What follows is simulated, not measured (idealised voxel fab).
The document below concerns the process module designated voxel gate over fins.
It is cross-section cut that appears here, measuring 275 nm in width, its square cells being 5 nm in size.
This document writes a cross-section as a grid whose cells are square, and gives it as bands, listed from the top down; one or more rows of cells form a band. Look at the band entry: it leads with the top's height and the bottom's height in nm. Then it lists the materials left to right, with a width in nm for each. The word "edge to edge" on a single material says that material fills the band edge to edge. The word "empty" is empty space. Heights are expressed relative to 0, this being the level below which the as-received wafer comprises one material exclusively. The lowest band is unbounded in the downward direction and is denoted as in "0 -> down". The notation "30 to 40" denotes a width that varies across the rows of cells in the band, beginning at the first number in the top row, finishing at the second number in the bottom row, and changing by an identical amount from each row to the next. Where a step carries "no modifications", the cross-section came out of it unchanged, cell for cell. "Closed void roster" means: voids of 8 cells or more that are shut off from the top with no open way through. Written width x height at distance, distance from the left edge, in nm. Read whatever lies past the settings on a step's line as the simulator's own remark about the step. A step line may carry the setting "overlay nm", which, for steps involving a mask, states the distance by which the mask lay to the right of its intended position; negative values denote displacement to the left.

Intended process steps:
1. op RECEIVE | material Si
2. op CONFORMAL_DEP | material SiN | thk nm 10
3. op PATTERN | tone cover | mask id FINS | material resist | width nm 15 | pitch nm 50 | thk nm 15 | overlay nm -15
4. op DIRECTIONAL_ETCH | etch materials SiN | depth nm 10
5. op DIRECTIONAL_ETCH | etch materials Si | depth nm 40
6. op STRIP | etch materials resist
7. op OXIDIZE | depth nm 5
8. op FILL_DEP | material SiO2 | thk nm 5
9. op CMP | height nm 10
10. op DIRECTIONAL_DEP | material aC | thk nm 10
11. op PATTERN | tone open | mask id RAIL | material resist | width nm 15 | thk nm 30 | overlay nm 0
12. op DIRECTIONAL_ETCH | etch materials aC | depth nm 10
13. op STRIP | etch materials resist
14. op DIRECTIONAL_ETCH | etch materials SiO2 | depth nm 45
15. op STRIP | etch materials aC
16. op CONFORMAL_DEP | material TiN | thk nm 5
17. op FILL_DEP | material Ru | thk nm 5
18. op CMP | height nm 10
19. op SELECTIVE_ETCH | etch materials W Ru TiN | depth nm 30
20. op FILL_DEP | material SiO2 | thk nm 5
21. op CMP | height nm 10
22. op SELECTIVE_ETCH | etch materials SiO2 | depth nm 20
23. op STRIP | etch materials SiN
24. op CONFORMAL_DEP | material HfO2 | thk nm 5
25. op CONFORMAL_DEP | material TiN | thk nm 5
26. op CONFORMAL_DEP | material TiAl | thk nm 5
27. op CONFORMAL_DEP | material TiN | thk nm 5
28. op FILL_DEP | material W | thk nm 15
29. op CMP | height nm 30
30. op CONFORMAL_DEP | material SiCN | thk nm 5
Don't read the plan's overlay nm for step 3 as applying to every wafer: that's the first wafer's value, and the wafers differ in it, though they all start identical.

As-received cross-section, first of several wafers, post step 1:
  0 -> down = Si edge to edge
  Closed void roster: none

Basically each wafer gets a line in the table, showing it at the end of the module: material by material, the cells it gained (+) or lost (-) since we got it, then its closed voids:
overlay nm -15 | +71 HfO2 | -459 Si | +55 SiCN | +351 SiO2 | +71 TiAl | +148 TiN | +148 W | Closed void roster: none
overlay nm -10 | +71 HfO2 | +2 Ru | -459 Si | +55 SiCN | +348 SiO2 | +71 TiAl | +149 TiN | +148 W | Closed void roster: none
overlay nm -5 | +71 HfO2 | +2 Ru | -459 Si | +55 SiCN | +348 SiO2 | +71 TiAl | +149 TiN | +148 W | Closed void roster: none
overlay nm 0 | +71 HfO2 | +2 Ru | -459 Si | +55 SiCN | +348 SiO2 | +71 TiAl | +149 TiN | +148 W | Closed void roster: none
overlay nm 5 | +71 HfO2 | +2 Ru | -459 Si | +55 SiCN | +348 SiO2 | +71 TiAl | +149 TiN | +148 W | Closed void roster: none
overlay nm 10 | +71 HfO2 | +2 Ru | -459 Si | +55 SiCN | +348 SiO2 | +71 TiAl | +149 TiN | +148 W | Closed void roster: none
overlay nm 15 | +71 HfO2 | -459 Si | +55 SiCN | +351 SiO2 | +71 TiAl | +148 TiN | +148 W | Closed void roster: none
